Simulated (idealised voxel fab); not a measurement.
The following process module bears the name voxel transistor to metal.
The cross-section shown here is cut; it is 185 nm wide and divided into square cells measuring 5 nm on a side.
Cross-section spec: square-cell grid; bands listed top down; each band is one or more rows. Band entry format. Leading values: height of top, height of bottom, nm. Remainder: materials in left-to-right order, each with its width in nm. Special words: "throughout" on a single material, which then fills the band edge to edge; "air", empty space. Height reference: 0 = level under which incoming wafer is all one material. Lowest band: no bottom, runs on downward, e.g. "z 0 and below". So if you see something like "30 to 40" for the width, read it as the top row of the band sitting at the first number and the bottom row at the second, with every row in between moving by the same amount as the last. Given "everything unchanged" for a step, no cell of the cross-section differs between before and after that step. For the entry "Unvented voids", the listed items are empty spaces with no open way to the top whose size is 8 cells or more; each item follows the pattern width x height at distance, where distance is from the left edge and all three are in nm. after a step's settings: what the simulator itself notes on the step. The optional step-line setting "overlay nm" applies to steps with a mask and quantifies how far to the right of its planned location the mask lay, a negative value indicating leftward placement.
# Intended process steps
1: op RECEIVE | material Si
2: op OXIDIZE | depth nm 5
3: op CONFORMAL_DEP | material SiN | thk nm 15
4: op MASKED_ETCH | tone cover | mask id ACTIVE | width nm 110 | etch materials SiN | depth nm 15 | overlay nm 0
5: op MASKED_ETCH | tone cover | mask id ACTIVE | width nm 110 | etch materials SiO2 | depth nm 5 | overlay nm 0
6: op MASKED_ETCH | tone cover | mask id ACTIVE | width nm 110 | etch materials Si | depth nm 30 | overlay nm 0
7: op FILL_DEP | material SiO2 | thk nm 10
8: op CMP | height nm 15
9: op SELECTIVE_ETCH | etch materials SiO2 | depth nm 5
10: op STRIP | etch materials SiN
11: op SELECTIVE_ETCH | etch materials SiO2 | depth nm 5
12: op OXIDIZE | depth nm 5
13: op DIRECTIONAL_DEP | material polySi | thk nm 20
14: op DIRECTIONAL_DEP | material SiCN | thk nm 15
15: op MASKED_ETCH | tone cover | mask id GATE | width nm 20 | etch materials SiCN | depth nm 25 | overlay nm 0
16: op MASKED_ETCH | tone cover | mask id GATE | width nm 20 | etch materials polySi | depth nm 30 | overlay nm 0
17: op CONFORMAL_DEP | material SiN | thk nm 10
18: op DIRECTIONAL_ETCH | etch materials SiN | depth nm 10
19: op DIRECTIONAL_ETCH | etch materials SiO2 | depth nm 5
20: op DIRECTIONAL_ETCH | etch materials Si | depth nm 5
21: op EPI | material nSi | thk nm 5
22: op FILL_DEP | material SiO2 | thk nm 5
23: op CMP | height nm 30
24: op DIRECTIONAL_DEP | material SiO2 | thk nm 15
25: op DIRECTIONAL_DEP | material aC | thk nm 10
26: op PATTERN | tone open | mask id CONTACT | material resist | width nm 20 | pitch nm 80 | thk nm 30 | overlay nm 0
27: op DIRECTIONAL_ETCH | etch materials aC | depth nm 10
28: op STRIP | etch materials resist
29: op DIRECTIONAL_ETCH | etch materials SiO2 | depth nm 55
30: op STRIP | etch materials aC
31: op CONFORMAL_DEP | material TiN | thk nm 5
32: op FILL_DEP | material Ru | thk nm 10
33: op CMP | height nm 45
34: op CONFORMAL_DEP | material SiN | thk nm 5
35: op DIRECTIONAL_DEP | material SiO2 | thk nm 15
36: op MASKED_ETCH | tone open | mask id METAL_1 | width nm 20 | pitch nm 80 | etch materials SiO2 | depth nm 15 | overlay nm 0
37: op MASKED_ETCH | tone open | mask id METAL_1 | width nm 20 | pitch nm 80 | etch materials SiN | depth nm 5 | overlay nm 0
38: op CONFORMAL_DEP | material TiN | thk nm 5
39: op FILL_DEP | material Cu | thk nm 5
40: op CMP | height nm 65
41: op EPI | material Ru | thk nm 5
42: op FILL_DEP | material SiCN | thk nm 5
43: op DIRECTIONAL_DEP | material lowk | thk nm 30
44: op MASKED_ETCH | tone open | mask id METAL_2 | width nm 20 | pitch nm 80 | etch materials lowk | depth nm 15 | overlay nm 0
45: op PATTERN | tone open | mask id METAL_2_HOLES | material resist | width nm 15 | pitch nm 80 | thk nm 15 | overlay nm 0
46: op DIRECTIONAL_ETCH | etch materials lowk | depth nm 15
47: op DIRECTIONAL_ETCH | etch materials SiCN | depth nm 5
48: op STRIP | etch materials resist
49: op CONFORMAL_DEP | material TiN | thk nm 5
50: op FILL_DEP | material Cu | thk nm 10
51: op CMP | height nm 105
52: op CONFORMAL_DEP | material SiCN | thk nm 5
# Below: the first of two wafers, run as planned
# Here's what the wafer looked like in cross-section when it arrived - that's after step 1
> z 0 and below: Si throughout
> Unvented voids: none
# Step 2 complete: cross-section through the wafer
> z 0 to -5: SiO2 throughout
> Everything below -5 is unchanged.
# Step 3 complete: cross-section through the wafer
> z 15 to 0: SiN throughout
> Everything below 0 is unchanged.
# Step 4 complete: cross-section through the wafer
> z 15 to 0: air: 35, then SiN: 110, then air: 40
> Everything below 0 is unchanged.
# Step 5 complete: cross-section through the wafer
> z 15 to 0: air: 35, then SiN: 110, then air: 40
> z 0 to -5: air: 35, then SiO2: 110, then air: 40
> Everything below -5 is unchanged.
# Step 6 complete: cross-section through the wafer
> z 15 to 0: air: 35, then SiN: 110, then air: 40
> z 0 to -5: air: 35, then SiO2: 110, then air: 40
> z -5 to -35: air: 35, then Si: 110, then air: 40
> Everything below -35 is unchanged.
# Step 7 complete: cross-section through the wafer
> z 25 to 15: SiO2 throughout
> z 15 to 0: SiO2: 35, then SiN: 110, then SiO2: 40
> z 0 to -5: SiO2 throughout
> z -5 to -35: SiO2: 35, then Si: 110, then SiO2: 40
> Everything below -35 is unchanged.
# Step 8 complete: cross-section through the wafer
> z 15 to 0: SiO2: 35, then SiN: 110, then SiO2: 40
> Everything below 0 is unchanged.
# Step 9 complete: cross-section through the wafer
> z 15 to 10: air: 35, then SiN: 110, then air: 40
> Everything below 10 is unchanged.
# Step 10 complete: cross-section through the wafer
> z 10 to 0: SiO2: 35, then air: 110, then SiO2: 40
> Everything below 0 is unchanged.
# Step 11 complete: cross-section through the wafer
> z 5 to -5: SiO2: 30, then air: 120, then SiO2: 35
> Everything below -5 is unchanged.
# Step 12 complete: cross-section through the wafer
> z 5 to -5: SiO2: 30, then air: 120, then SiO2: 35
> z -5 to -10: SiO2 throughout
> Everything below -10 is unchanged.
# Step 13 complete: cross-section through the wafer
> z 25 to 15: polySi: 30, then air: 120, then polySi: 35
> z 15 to 5: polySi throughout
> z 5 to -5: SiO2: 30, then polySi: 120, then SiO2: 35
> Everything below -5 is unchanged.
# Step 14 complete: cross-section through the wafer
> z 40 to 30: SiCN: 30, then air: 120, then SiCN: 35
> z 30 to 25: SiCN throughout
> z 25 to 15: polySi: 30, then SiCN: 120, then polySi: 35
> Everything below 15 is unchanged.
# Step 15 complete: cross-section through the wafer
> z 30 to 25: air: 80, then SiCN: 20, then air: 85
> z 25 to 15: polySi: 30, then air: 50, then SiCN: 20, then air: 50, then polySi: 35
> Everything below 15 is unchanged.
# Step 16 complete: cross-section through the wafer
> z 30 to 15: air: 80, then SiCN: 20, then air: 85
> z 15 to 5: air: 80, then polySi: 20, then air: 85
> z 5 to -5: SiO2: 30, then air: 50, then polySi: 20, then air: 50, then SiO2: 35
> Everything below -5 is unchanged.
# Step 17 complete: cross-section through the wafer
> z 40 to 30: air: 70, then SiN: 40, then air: 75
> z 30 to 15: air: 70, then SiN: 10, then SiCN: 20, then SiN: 10, then air: 75
> z 15 to 5: SiN: 40, then air: 30, then SiN: 10, then polySi: 20, then SiN: 10, then air: 30, then SiN: 45
> z 5 to -5: SiO2: 30, then SiN: 50, then polySi: 20, then SiN: 50, then SiO2: 35
> Everything below -5 is unchanged.
# Step 18 complete: cross-section through the wafer
> z 30 to 15: air: 70, then SiN: 10, then SiCN: 20, then SiN: 10, then air: 75
> z 15 to 5: air: 70, then SiN: 10, then polySi: 20, then SiN: 10, then air: 75
> z 5 to -5: SiO2: 30, then SiN: 10, then air: 30, then SiN: 10, then polySi: 20, then SiN: 10, then air: 30, then SiN: 10, then SiO2: 35
> Everything below -5 is unchanged.
# Step 19 complete: cross-section through the wafer
> z 30 to 15: air: 70, then SiN: 10, then SiCN: 20, then SiN: 10, then air: 75
> z 15 to 5: air: 70, then SiN: 10, then polySi: 20, then SiN: 10, then air: 75
> z 5 to 0: air: 30, then SiN: 10, then air: 30, then SiN: 10, then polySi: 20, then SiN: 10, then air: 30, then SiN: 10, then air: 35
> z 0 to -5: SiO2: 30, then SiN: 10, then air: 30, then SiN: 10, then polySi: 20, then SiN: 10, then air: 30, then SiN: 10, then SiO2: 35
> z -5 to -10: SiO2: 40, then air: 30, then SiO2: 40, then air: 30, then SiO2: 45
> Everything below -10 is unchanged.
# Step 20 complete: cross-section through the wafer
> z 30 to 15: air: 70, then SiN: 10, then SiCN: 20, then SiN: 10, then air: 75
> z 15 to 5: air: 70, then SiN: 10, then polySi: 20, then SiN: 10, then air: 75
> z 5 to 0: air: 30, then SiN: 10, then air: 30, then SiN: 10, then polySi: 20, then SiN: 10, then air: 30, then SiN: 10, then air: 35
> z 0 to -5: SiO2: 30, then SiN: 10, then air: 30, then SiN: 10, then polySi: 20, then SiN: 10, then air: 30, then SiN: 10, then SiO2: 35
> z -5 to -10: SiO2: 40, then air: 30, then SiO2: 40, then air: 30, then SiO2: 45
> z -10 to -15: SiO2: 35, then Si: 5, then air: 30, then Si: 40, then air: 30, then Si: 5, then SiO2: 40
> Everything below -15 is unchanged.
# Step 21 complete: cross-section through the wafer
> z 30 to 15: air: 70, then SiN: 10, then SiCN: 20, then SiN: 10, then air: 75
> z 15 to 5: air: 70, then SiN: 10, then polySi: 20, then SiN: 10, then air: 75
> z 5 to 0: air: 30, then SiN: 10, then air: 30, then SiN: 10, then polySi: 20, then SiN: 10, then air: 30, then SiN: 10, then air: 35
> z 0 to -5: SiO2: 30, then SiN: 10, then air: 30, then SiN: 10, then polySi: 20, then SiN: 10, then air: 30, then SiN: 10, then SiO2: 35
> z -5 to -10: SiO2: 40, then nSi: 5, then air: 20, then nSi: 5, then SiO2: 40, then nSi: 5, then air: 20, then nSi: 5, then SiO2: 45
> z -10 to -15: SiO2: 35, then Si: 5, then nSi: 30, then Si: 40, then nSi: 30, then Si: 5, then SiO2: 40
> Everything below -15 is unchanged.
# Step 22 complete: cross-section through the wafer
> z 35 to 30: SiO2 throughout
> z 30 to 15: SiO2: 70, then SiN: 10, then SiCN: 20, then SiN: 10, then SiO2: 75
> z 15 to 5: SiO2: 70, then SiN: 10, then polySi: 20, then SiN: 10, then SiO2: 75
> z 5 to -5: SiO2: 30, then SiN: 10, then SiO2: 30, then SiN: 10, then polySi: 20, then SiN: 10, then SiO2: 30, then SiN: 10, then SiO2: 35
> z -5 to -10: SiO2: 40, then nSi: 5, then SiO2: 20, then nSi: 5, then SiO2: 40, then nSi: 5, then SiO2: 20, then nSi: 5, then SiO2: 45
> Everything below -10 is unchanged.
# Step 23 complete: cross-section through the wafer
> z 30 to 15: SiO2: 70, then SiN: 10, then SiCN: 20, then SiN: 10, then SiO2: 75
> Everything below 15 is unchanged.
# Step 24 complete: cross-section through the wafer
> z 45 to 30: SiO2 throughout
> Everything below 30 is unchanged.
# Step 25 complete: cross-section through the wafer
> z 55 to 45: aC throughout
> Everything below 45 is unchanged.
# Step 26 complete: cross-section through the wafer
> z 85 to 55: resist: 40, then air: 20, then resist: 60, then air: 20, then resist: 45
> Everything below 55 is unchanged.
# Step 27 complete: cross-section through the wafer
> z 75 to 55: resist: 40, then air: 20, then resist: 60, then air: 20, then resist: 45
> z 55 to 45: aC: 40, then air: 20, then aC: 60, then air: 20, then aC: 45
> Everything below 45 is unchanged.
# Step 28 complete: cross-section through the wafer
> z 55 to 45: aC: 40, then air: 20, then aC: 60, then air: 20, then aC: 45
> Everything below 45 is unchanged.
# Step 29 complete: cross-section through the wafer
> z 55 to 45: aC: 40, then air: 20, then aC: 60, then air: 20, then aC: 45
> z 45 to 30: SiO2: 40, then air: 20, then SiO2: 60, then air: 20, then SiO2: 45
> z 30 to 15: SiO2: 40, then air: 20, then SiO2: 10, then SiN: 10, then SiCN: 20, then SiN: 10, then SiO2: 10, then air: 20, then SiO2: 45
> z 15 to 5: SiO2: 40, then air: 20, then SiO2: 10, then SiN: 10, then polySi: 20, then SiN: 10, then SiO2: 10, then air: 20, then SiO2: 45
> z 5 to -5: SiO2: 30, then SiN: 10, then air: 20, then SiO2: 10, then SiN: 10, then polySi: 20, then SiN: 10, then SiO2: 10, then air: 20, then SiN: 10, then SiO2: 35
> z -5 to -10: SiO2: 40, then nSi: 5, then air: 15, then SiO2: 5, then nSi: 5, then SiO2: 40, then nSi: 5, then SiO2: 5, then air: 15, then nSi: 5, then SiO2: 45
> Everything below -10 is unchanged.
# Step 30 complete: cross-section through the wafer
> z 45 to 30: SiO2: 40, then air: 20, then SiO2: 60, then air: 20, then SiO2: 45
> Everything below 30 is unchanged.
# Step 31 complete: cross-section through the wafer
> z 50 to 45: TiN: 45, then air: 10, then TiN: 70, then air: 10, then TiN: 50
> z 45 to 30: SiO2: 40, then TiN: 5, then air: 10, then TiN: 5, then SiO2: 60, then TiN: 5, then air: 10, then TiN: 5, then SiO2: 45
> z 30 to 15: SiO2: 40, then TiN: 5, then air: 10, then TiN: 5, then SiO2: 10, then SiN: 10, then SiCN: 20, then SiN: 10, then SiO2: 10, then TiN: 5, then air: 10, then TiN: 5, then SiO2: 45
> z 15 to 5: SiO2: 40, then TiN: 5, then air: 10, then TiN: 5, then SiO2: 10, then SiN: 10, then polySi: 20, then SiN: 10, then SiO2: 10, then TiN: 5, then air: 10, then TiN: 5, then SiO2: 45
> z 5 to -5: SiO2: 30, then SiN: 10, then TiN: 5 to 10, then air: 10 to 5, then TiN: 5, then SiO2: 10, then SiN: 10, then polySi: 20, then SiN: 10, then SiO2: 10, then TiN: 5, then air: 10 to 5, then TiN: 5 to 10, then SiN: 10, then SiO2: 35
> z -5 to -10: SiO2: 40, then nSi: 5, then TiN: 15, then SiO2: 5, then nSi: 5, then SiO2: 40, then nSi: 5, then SiO2: 5, then TiN: 15, then nSi: 5, then SiO2: 45
> Everything below -10 is unchanged.
# Step 32 complete: cross-section through the wafer
> z 60 to 50: Ru throughout
> z 50 to 45: TiN: 45, then Ru: 10, then TiN: 70, then Ru: 10, then TiN: 50
> z 45 to 30: SiO2: 40, then TiN: 5, then Ru: 10, then TiN: 5, then SiO2: 60, then TiN: 5, then Ru: 10, then TiN: 5, then SiO2: 45
> z 30 to 15: SiO2: 40, then TiN: 5, then Ru: 10, then TiN: 5, then SiO2: 10, then SiN: 10, then SiCN: 20, then SiN: 10, then SiO2: 10, then TiN: 5, then Ru: 10, then TiN: 5, then SiO2: 45
> z 15 to 5: SiO2: 40, then TiN: 5, then Ru: 10, then TiN: 5, then SiO2: 10, then SiN: 10, then polySi: 20, then SiN: 10, then SiO2: 10, then TiN: 5, then Ru: 10, then TiN: 5, then SiO2: 45
> z 5 to -5: SiO2: 30, then SiN: 10, then TiN: 5 to 10, then Ru: 10 to 5, then TiN: 5, then SiO2: 10, then SiN: 10, then polySi: 20, then SiN: 10, then SiO2: 10, then TiN: 5, then Ru: 10 to 5, then TiN: 5 to 10, then SiN: 10, then SiO2: 35
> Everything below -5 is unchanged.
# Step 33 complete: cross-section through the wafer
> z 45 to 30: SiO2: 40, then TiN: 5, then Ru: 10, then TiN: 5, then SiO2: 60, then TiN: 5, then Ru: 10, then TiN: 5, then SiO2: 45
> Everything below 30 is unchanged.
# Step 34 complete: cross-section through the wafer
> z 50 to 45: SiN throughout
> Everything below 45 is unchanged.
# Step 35 complete: cross-section through the wafer
> z 65 to 50: SiO2 throughout
> Everything below 50 is unchanged.
# Step 36 complete: cross-section through the wafer
> z 65 to 50: SiO2: 40, then air: 20, then SiO2: 60, then air: 20, then SiO2: 45
> Everything below 50 is unchanged.
# Step 37 complete: cross-section through the wafer
> z 65 to 50: SiO2: 40, then air: 20, then SiO2: 60, then air: 20, then SiO2: 45
> z 50 to 45: SiN: 40, then air: 20, then SiN: 60, then air: 20, then SiN: 45
> Everything below 45 is unchanged.
# Step 38 complete: cross-section through the wafer
> z 70 to 65: TiN: 45, then air: 10, then TiN: 70, then air: 10, then TiN: 50
> z 65 to 50: SiO2: 40, then TiN: 5, then air: 10, then TiN: 5, then SiO2: 60, then TiN: 5, then air: 10, then TiN: 5, then SiO2: 45
> z 50 to 45: SiN: 40, then TiN: 20, then SiN: 60, then TiN: 20, then SiN: 45
> Everything below 45 is unchanged.
# Step 39 complete: cross-section through the wafer
> z 75 to 70: Cu throughout
> z 70 to 65: TiN: 45, then Cu: 10, then TiN: 70, then Cu: 10, then TiN: 50
> z 65 to 50: SiO2: 40, then TiN: 5, then Cu: 10, then TiN: 5, then SiO2: 60, then TiN: 5, then Cu: 10, then TiN: 5, then SiO2: 45
> Everything below 50 is unchanged.
# Step 40 complete: cross-section through the wafer
> z 65 to 50: SiO2: 40, then TiN: 5, then Cu: 10, then TiN: 5, then SiO2: 60, then TiN: 5, then Cu: 10, then TiN: 5, then SiO2: 45
> Everything below 50 is unchanged.
# Step 41 complete: cross-section through the wafer
> z 70 to 65: air: 35, then Ru: 30, then air: 50, then Ru: 30, then air: 40
> Everything below 65 is unchanged.
# Step 42 complete: cross-section through the wafer
> z 75 to 70: SiCN throughout
> z 70 to 65: SiCN: 35, then Ru: 30, then SiCN: 50, then Ru: 30, then SiCN: 40
> Everything below 65 is unchanged.
# Step 43 complete: cross-section through the wafer
> z 105 to 75: lowk throughout
> Everything below 75 is unchanged.
# Step 44 complete: cross-section through the wafer
> z 105 to 90: lowk: 40, then air: 20, then lowk: 60, then air: 20, then lowk: 45
> Everything below 90 is unchanged.
# Step 45 complete: cross-section through the wafer
> z 120 to 105: resist: 40, then air: 15, then resist: 65, then air: 15, then resist: 50
> z 105 to 90: lowk: 40, then air: 15, then resist: 5, then lowk: 60, then air: 15, then resist: 5, then lowk: 45
> Everything below 90 is unchanged.
# Step 46 complete: cross-section through the wafer
> z 120 to 105: resist: 40, then air: 15, then resist: 65, then air: 15, then resist: 50
> z 105 to 90: lowk: 40, then air: 15, then resist: 5, then lowk: 60, then air: 15, then resist: 5, then lowk: 45
> z 90 to 75: lowk: 40, then air: 15, then lowk: 65, then air: 15, then lowk: 50
> Everything below 75 is unchanged.
# Step 47 complete: cross-section through the wafer
> z 120 to 105: resist: 40, then air: 15, then resist: 65, then air: 15, then resist: 50
> z 105 to 90: lowk: 40, then air: 15, then resist: 5, then lowk: 60, then air: 15, then resist: 5, then lowk: 45
> z 90 to 75: lowk: 40, then air: 15, then lowk: 65, then air: 15, then lowk: 50
> z 75 to 70: SiCN: 40, then air: 15, then SiCN: 65, then air: 15, then SiCN: 50
> Everything below 70 is unchanged.
# Step 48 complete: cross-section through the wafer
> z 105 to 90: lowk: 40, then air: 20, then lowk: 60, then air: 20, then lowk: 45
> Everything below 90 is unchanged.
# Step 49 complete: cross-section through the wafer
> z 110 to 105: TiN: 45, then air: 10, then TiN: 70, then air: 10, then TiN: 50
> z 105 to 95: lowk: 40, then TiN: 5, then air: 10, then TiN: 5, then lowk: 60, then TiN: 5, then air: 10, then TiN: 5, then lowk: 45
> z 95 to 90: lowk: 40, then TiN: 5, then air: 5, then TiN: 10, then lowk: 60, then TiN: 5, then air: 5, then TiN: 10, then lowk: 45
> z 90 to 75: lowk: 40, then TiN: 5, then air: 5, then TiN: 5, then lowk: 65, then TiN: 5, then air: 5, then TiN: 5, then lowk: 50
> z 75 to 70: SiCN: 40, then TiN: 15, then SiCN: 65, then TiN: 15, then SiCN: 50
> Everything below 70 is unchanged.
# Step 50 complete: cross-section through the wafer
> z 120 to 110: Cu throughout
> z 110 to 105: TiN: 45, then Cu: 10, then TiN: 70, then Cu: 10, then TiN: 50
> z 105 to 95: lowk: 40, then TiN: 5, then Cu: 10, then TiN: 5, then lowk: 60, then TiN: 5, then Cu: 10, then TiN: 5, then lowk: 45
> z 95 to 90: lowk: 40, then TiN: 5, then Cu: 5, then TiN: 10, then lowk: 60, then TiN: 5, then Cu: 5, then TiN: 10, then lowk: 45
> z 90 to 75: lowk: 40, then TiN: 5, then Cu: 5, then TiN: 5, then lowk: 65, then TiN: 5, then Cu: 5, then TiN: 5, then lowk: 50
> Everything below 75 is unchanged.
# Step 51 complete: cross-section through the wafer
> z 105 to 95: lowk: 40, then TiN: 5, then Cu: 10, then TiN: 5, then lowk: 60, then TiN: 5, then Cu: 10, then TiN: 5, then lowk: 45
> Everything below 95 is unchanged.
# Step 52 complete: cross-section through the wafer
> z 110 to 105: SiCN throughout
> Everything below 105 is unchanged.
# Second wafer, same starting state and plan as the first, one mistake in the run, identical through step 14
# Second wafer profile in section, at the moment step 15 of the plan was meant to be complete
> z 40 to 30: SiCN: 30, then air: 120, then SiCN: 35
> z 30 to 25: SiCN: 80, then air: 20, then SiCN: 85
> z 25 to 15: polySi: 30, then SiCN: 50, then air: 20, then SiCN: 50, then polySi: 35
> Everything below 15 is unchanged.
Second wafer profile in section, at the moment step 16 of the plan was meant to be complete: everything unchanged
# Second wafer profile in section, at the moment step 17 of the plan was meant to be complete
> z 50 to 40: SiN: 40, then air: 100, then SiN: 45
> z 40 to 30: SiCN: 30, then SiN: 120, then SiCN: 35
> z 30 to 25: SiCN: 80, then SiN: 20, then SiCN: 85
> z 25 to 15: polySi: 30, then SiCN: 50, then SiN: 20, then SiCN: 50, then polySi: 35
> Everything below 15 is unchanged.
# Second wafer profile in section, at the moment step 18 of the plan was meant to be complete
> z 40 to 30: SiCN: 30, then SiN: 10, then air: 100, then SiN: 10, then SiCN: 35
> Everything below 30 is unchanged.
Second wafer profile in section, at the moment step 19 of the plan was meant to be complete: everything unchanged
Second wafer profile in section, at the moment step 20 of the plan was meant to be complete: everything unchanged
Second wafer profile in section, at the moment step 21 of the plan was meant to be complete: everything unchanged
# Second wafer profile in section, at the moment step 22 of the plan was meant to be complete
> z 45 to 40: SiO2 throughout
> z 40 to 30: SiCN: 30, then SiN: 10, then SiO2: 100, then SiN: 10, then SiCN: 35
> Everything below 30 is unchanged.
# Second wafer profile in section, at the moment step 23 of the plan was meant to be complete
> z 30 to 25: SiCN: 80, then SiN: 20, then SiCN: 85
> Everything below 25 is unchanged.
# Second wafer profile in section, at the moment step 24 of the plan was meant to be complete
> z 45 to 30: SiO2 throughout
> Everything below 30 is unchanged.
# Second wafer profile in section, at the moment step 25 of the plan was meant to be complete
> z 55 to 45: aC throughout
> Everything below 45 is unchanged.
# Second wafer profile in section, at the moment step 26 of the plan was meant to be complete
> z 85 to 55: resist: 40, then air: 20, then resist: 60, then air: 20, then resist: 45
> Everything below 55 is unchanged.
# Second wafer profile in section, at the moment step 27 of the plan was meant to be complete
> z 75 to 55: resist: 40, then air: 20, then resist: 60, then air: 20, then resist: 45
> z 55 to 45: aC: 40, then air: 20, then aC: 60, then air: 20, then aC: 45
> Everything below 45 is unchanged.
# Second wafer profile in section, at the moment step 28 of the plan was meant to be complete
> z 55 to 45: aC: 40, then air: 20, then aC: 60, then air: 20, then aC: 45
> Everything below 45 is unchanged.
# Second wafer profile in section, at the moment step 29 of the plan was meant to be complete
> z 55 to 45: aC: 40, then air: 20, then aC: 60, then air: 20, then aC: 45
> z 45 to 30: SiO2: 40, then air: 20, then SiO2: 60, then air: 20, then SiO2: 45
> Everything below 30 is unchanged.
# Second wafer profile in section, at the moment step 30 of the plan was meant to be complete
> z 45 to 30: SiO2: 40, then air: 20, then SiO2: 60, then air: 20, then SiO2: 45
> Everything below 30 is unchanged.
# Second wafer profile in section, at the moment step 31 of the plan was meant to be complete
> z 50 to 45: TiN: 45, then air: 10, then TiN: 70, then air: 10, then TiN: 50
> z 45 to 35: SiO2: 40, then TiN: 5, then air: 10, then TiN: 5, then SiO2: 60, then TiN: 5, then air: 10, then TiN: 5, then SiO2: 45
> z 35 to 30: SiO2: 40, then TiN: 20, then SiO2: 60, then TiN: 20, then SiO2: 45
> Everything below 30 is unchanged.
# Second wafer profile in section, at the moment step 32 of the plan was meant to be complete
> z 60 to 50: Ru throughout
> z 50 to 45: TiN: 45, then Ru: 10, then TiN: 70, then Ru: 10, then TiN: 50
> z 45 to 35: SiO2: 40, then TiN: 5, then Ru: 10, then TiN: 5, then SiO2: 60, then TiN: 5, then Ru: 10, then TiN: 5, then SiO2: 45
> Everything below 35 is unchanged.
# Second wafer profile in section, at the moment step 33 of the plan was meant to be complete
> z 45 to 35: SiO2: 40, then TiN: 5, then Ru: 10, then TiN: 5, then SiO2: 60, then TiN: 5, then Ru: 10, then TiN: 5, then SiO2: 45
> Everything below 35 is unchanged.
# Second wafer profile in section, at the moment step 34 of the plan was meant to be complete
> z 50 to 45: SiN throughout
> Everything below 45 is unchanged.
# Second wafer profile in section, at the moment step 35 of the plan was meant to be complete
> z 65 to 50: SiO2 throughout
> Everything below 50 is unchanged.
# Second wafer profile in section, at the moment step 36 of the plan was meant to be complete
> z 65 to 50: SiO2: 40, then air: 20, then SiO2: 60, then air: 20, then SiO2: 45
> Everything below 50 is unchanged.
# Second wafer profile in section, at the moment step 37 of the plan was meant to be complete
> z 65 to 50: SiO2: 40, then air: 20, then SiO2: 60, then air: 20, then SiO2: 45
> z 50 to 45: SiN: 40, then air: 20, then SiN: 60, then air: 20, then SiN: 45
> Everything below 45 is unchanged.
# Second wafer profile in section, at the moment step 38 of the plan was meant to be complete
> z 70 to 65: TiN: 45, then air: 10, then TiN: 70, then air: 10, then TiN: 50
> z 65 to 50: SiO2: 40, then TiN: 5, then air: 10, then TiN: 5, then SiO2: 60, then TiN: 5, then air: 10, then TiN: 5, then SiO2: 45
> z 50 to 45: SiN: 40, then TiN: 20, then SiN: 60, then TiN: 20, then SiN: 45
> Everything below 45 is unchanged.
# Second wafer profile in section, at the moment step 39 of the plan was meant to be complete
> z 75 to 70: Cu throughout
> z 70 to 65: TiN: 45, then Cu: 10, then TiN: 70, then Cu: 10, then TiN: 50
> z 65 to 50: SiO2: 40, then TiN: 5, then Cu: 10, then TiN: 5, then SiO2: 60, then TiN: 5, then Cu: 10, then TiN: 5, then SiO2: 45
> Everything below 50 is unchanged.
# Second wafer profile in section, at the moment step 40 of the plan was meant to be complete
> z 65 to 50: SiO2: 40, then TiN: 5, then Cu: 10, then TiN: 5, then SiO2: 60, then TiN: 5, then Cu: 10, then TiN: 5, then SiO2: 45
> Everything below 50 is unchanged.
# Second wafer profile in section, at the moment step 41 of the plan was meant to be complete
> z 70 to 65: air: 35, then Ru: 30, then air: 50, then Ru: 30, then air: 40
> Everything below 65 is unchanged.
# Second wafer profile in section, at the moment step 42 of the plan was meant to be complete
> z 75 to 70: SiCN throughout
> z 70 to 65: SiCN: 35, then Ru: 30, then SiCN: 50, then Ru: 30, then SiCN: 40
> Everything below 65 is unchanged.
# Second wafer profile in section, at the moment step 43 of the plan was meant to be complete
> z 105 to 75: lowk throughout
> Everything below 75 is unchanged.
# Second wafer profile in section, at the moment step 44 of the plan was meant to be complete
> z 105 to 90: lowk: 40, then air: 20, then lowk: 60, then air: 20, then lowk: 45
> Everything below 90 is unchanged.
# Second wafer profile in section, at the moment step 45 of the plan was meant to be complete
> z 120 to 105: resist: 40, then air: 15, then resist: 65, then air: 15, then resist: 50
> z 105 to 90: lowk: 40, then air: 15, then resist: 5, then lowk: 60, then air: 15, then resist: 5, then lowk: 45
> Everything below 90 is unchanged.
# Second wafer profile in section, at the moment step 46 of the plan was meant to be complete
> z 120 to 105: resist: 40, then air: 15, then resist: 65, then air: 15, then resist: 50
> z 105 to 90: lowk: 40, then air: 15, then resist: 5, then lowk: 60, then air: 15, then resist: 5, then lowk: 45
> z 90 to 75: lowk: 40, then air: 15, then lowk: 65, then air: 15, then lowk: 50
> Everything below 75 is unchanged.
# Second wafer profile in section, at the moment step 47 of the plan was meant to be complete
> z 120 to 105: resist: 40, then air: 15, then resist: 65, then air: 15, then resist: 50
> z 105 to 90: lowk: 40, then air: 15, then resist: 5, then lowk: 60, then air: 15, then resist: 5, then lowk: 45
> z 90 to 75: lowk: 40, then air: 15, then lowk: 65, then air: 15, then lowk: 50
> z 75 to 70: SiCN: 40, then air: 15, then SiCN: 65, then air: 15, then SiCN: 50
> Everything below 70 is unchanged.
# Second wafer profile in section, at the moment step 48 of the plan was meant to be complete
> z 105 to 90: lowk: 40, then air: 20, then lowk: 60, then air: 20, then lowk: 45
> Everything below 90 is unchanged.
# Second wafer profile in section, at the moment step 49 of the plan was meant to be complete
> z 110 to 105: TiN: 45, then air: 10, then TiN: 70, then air: 10, then TiN: 50
> z 105 to 95: lowk: 40, then TiN: 5, then air: 10, then TiN: 5, then lowk: 60, then TiN: 5, then air: 10, then TiN: 5, then lowk: 45
> z 95 to 90: lowk: 40, then TiN: 5, then air: 5, then TiN: 10, then lowk: 60, then TiN: 5, then air: 5, then TiN: 10, then lowk: 45
> z 90 to 75: lowk: 40, then TiN: 5, then air: 5, then TiN: 5, then lowk: 65, then TiN: 5, then air: 5, then TiN: 5, then lowk: 50
> z 75 to 70: SiCN: 40, then TiN: 15, then SiCN: 65, then TiN: 15, then SiCN: 50
> Everything below 70 is unchanged.
# Second wafer profile in section, at the moment step 50 of the plan was meant to be complete
> z 120 to 110: Cu throughout
> z 110 to 105: TiN: 45, then Cu: 10, then TiN: 70, then Cu: 10, then TiN: 50
> z 105 to 95: lowk: 40, then TiN: 5, then Cu: 10, then TiN: 5, then lowk: 60, then TiN: 5, then Cu: 10, then TiN: 5, then lowk: 45
> z 95 to 90: lowk: 40, then TiN: 5, then Cu: 5, then TiN: 10, then lowk: 60, then TiN: 5, then Cu: 5, then TiN: 10, then lowk: 45
> z 90 to 75: lowk: 40, then TiN: 5, then Cu: 5, then TiN: 5, then lowk: 65, then TiN: 5, then Cu: 5, then TiN: 5, then lowk: 50
> Everything below 75 is unchanged.
# Second wafer profile in section, at the moment step 51 of the plan was meant to be complete
> z 105 to 95: lowk: 40, then TiN: 5, then Cu: 10, then TiN: 5, then lowk: 60, then TiN: 5, then Cu: 10, then TiN: 5, then lowk: 45
> Everything below 95 is unchanged.
# Second wafer profile in section, at the moment step 52 of the plan was meant to be complete
> z 110 to 105: SiCN throughout
> Everything below 105 is unchanged.
Plan not followed: contrary to plan, step 15 was performed as op MASKED_ETCH | tone open | mask id GATE | width nm 20 | etch materials SiCN | depth nm 25 | overlay nm 0
Final cells, second wafer relative to first, materials higher or lower: Ru -30 | Si +12 | SiCN +61 | SiN -24 | SiO2 -103 | TiN -32 | nSi -16 | polySi +132
